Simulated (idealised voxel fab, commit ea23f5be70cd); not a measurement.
The name of this process module is voxel plated lines.
Xsec cut, 140 nm wide, square cell size 5 nm.
Cross-section format: a grid of square cells, given as bands from top to bottom; each band is one or more rows of cells. Per band: top height and bottom height in nm, followed by the left-to-right materials and their widths in nm; "everywhere" marks a single material spanning edge to edge, "empty" marks empty space. We count height from 0. Below that, the starting wafer is all one material. The lowest band never ends at the bottom but goes on down; see "0 down" for how that is written. The expression "30..40" gives the width at the extremes of the band, the first number at its top row of cells and the second at its bottom row, with the width changing by equal amounts from each row to the next in between. The cross-section has no changed cell in any step marked "no alteration". Empty spaces counting at least 8 cells and having no open way to the top are listed in "Entrapped voids". The notation width x height at distance is used for each, the distance being from the left edge and all three values in nm. Note: text after step settings on the step line = simulator remark on that step. When a step includes a mask, the "overlay nm" setting on its line states how far to the right of its planned place that mask lay, and negative values state how far to the left.
Listed below are the process steps as planned
1: RECEIVE: material Si
2: CONFORMAL_DEP: material SiN, thk nm 5
3: DIRECTIONAL_DEP: material TiN, thk nm 5
4: PATTERN: tone open, mask id LINES, material resist, width nm 20, pitch nm 45, thk nm 20, overlay nm 0
5: EPI: material Ru, thk nm 10
6: STRIP: etch materials resist
7: DIRECTIONAL_ETCH: etch materials TiN, depth nm 5
8: CONFORMAL_DEP: material SiCN, thk nm 10
Cross-section of the wafer upon arrival, representing the state reached after step 1
  0 down  Si everywhere
  Entrapped voids: none
Cross-section, end of module. Start: as above. Plan: as above. Execution: one mistake
  20 to 10  empty 15 | Ru 20 | empty 25 | Ru 20 | empty 25 | Ru 20 | empty 15
  10 to 5  empty 15 | TiN 20 | empty 25 | TiN 20 | empty 25 | TiN 20 | empty 15
  5 to 0  SiN everywhere
  0 down  Si everywhere
  Entrapped voids: none
The plan and the run diverged here: step 8 of the plan did not run at all; it was left out
